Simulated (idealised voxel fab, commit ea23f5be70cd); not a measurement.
Process module heading - voxel self aligned contacts
Cross-section cut spans 175 nm and uses square cells 5 nm in size.
Heads up, the way a cross-section reads in here is a grid of square cells, handed over as bands from the top down, with every band being one or more rows of cells. Basically the band line says how high the top is and how high the bottom is, in nm, and then what's in it from left to right, every material with its width in nm. Empty space shows up as "blank", and if a single material carries "full width" it runs the full band edge to edge. Convention: height 0 is the level below which the wafer, as received, is all one material. The lowest band does not terminate at the bottom but continues downward, represented as "0..down". Top row gets the first number, bottom row gets the second, and each row in between changes by the same step: that is how a band width like "30 to 40" works. It should be understood that the words "remains unaltered", when stated for a given step, signify that the cross-section underwent no change in any of its cells during that step. Reported under the label "Closed empty spaces" are the empty spaces having no open way to the top and comprising 8 cells or more; the notation for each is width x height at distance, in which the distance is measured from the left edge and all three values are in nm. That trailing text on a step's line, after the settings, is the simulator's own remark on the step. The "overlay nm" setting may appear on a step's line; for a step that uses a mask, it gives how far to the right of its planned position the mask lay, and a negative value indicates the left.

## Here's what the planned process steps look like
1. RECEIVE | material Si
2. CONFORMAL_DEP | material SiO2 | thk nm 5
3. DIRECTIONAL_DEP | material polySi | thk nm 25
4. DIRECTIONAL_DEP | material SiN | thk nm 15
5. DIRECTIONAL_DEP | material aC | thk nm 10
6. PATTERN | tone cover | mask id GATE | material resist | width nm 25 | pitch nm 60 | thk nm 25 | overlay nm 0
7. DIRECTIONAL_ETCH | etch materials aC | depth nm 10
8. STRIP | etch materials resist
9. DIRECTIONAL_ETCH | etch materials SiN | depth nm 15
10. DIRECTIONAL_ETCH | etch materials polySi | depth nm 25
11. STRIP | etch materials aC
12. CONFORMAL_DEP | material SiN | thk nm 5
13. DIRECTIONAL_ETCH | etch materials SiN | depth nm 5
14. FILL_DEP | material SiO2 | thk nm 15
15. CMP | height nm 50
16. MASKED_ETCH | tone open | mask id CONTACT | width nm 45 | etch materials SiO2 | depth nm 50 | overlay nm 0
17. CONFORMAL_DEP | material TiN | thk nm 5
18. FILL_DEP | material W | thk nm 5
19. CMP | height nm 50
20. CONFORMAL_DEP | material SiCN | thk nm 5

## Cross-section of the incoming wafer, state after step 1
  0..down: Si full width
  Closed empty spaces: none

## Sectioned view, first of two wafers, at the close of the module, processed as intended in the plan
  55..50: SiCN full width
  50..45: SiO2 65 / TiN 15 / W 15 / TiN 15 / SiO2 65
  45..30: SiO2 40 / SiN 35 / TiN 5 / W 15 / TiN 5 / SiN 35 / SiO2 40
  30..5: SiO2 40 / SiN 5 / polySi 25 / SiN 5 / TiN 5 / W 15 / TiN 5 / SiN 5 / polySi 25 / SiN 5 / SiO2 40
  5..0: SiO2 75 / TiN 25 / SiO2 75
  0..down: Si full width
  Closed empty spaces: none

## Cross-section, wafer two of two, end of module: same start and plan as wafer one, one error in execution
  55..50: SiCN full width
  50..40: SiO2 65 / TiN 5 to 15 / W 35 to 15 / TiN 5 to 15 / SiO2 65
  40..25: SiO2 40 / SiN 35 / TiN 5 / W 15 / TiN 5 / SiN 35 / SiO2 40
  25..5: SiO2 40 / SiN 5 / polySi 25 / SiN 5 / TiN 5 / W 15 / TiN 5 / SiN 5 / polySi 25 / SiN 5 / SiO2 40
  5..0: SiO2 75 / TiN 25 / SiO2 75
  0..down: Si full width
  Closed empty spaces: none
Short version of what went wrong: step 3 did not use the planned setting and instead ran as DIRECTIONAL_DEP | material polySi | thk nm 20
Upon completion, the second wafer contains, in terms of cells, a greater or smaller amount of certain materials than the first wafer: 4 fewer of SiN, 10 more of SiO2, 4 more of W, 10 fewer of polySi
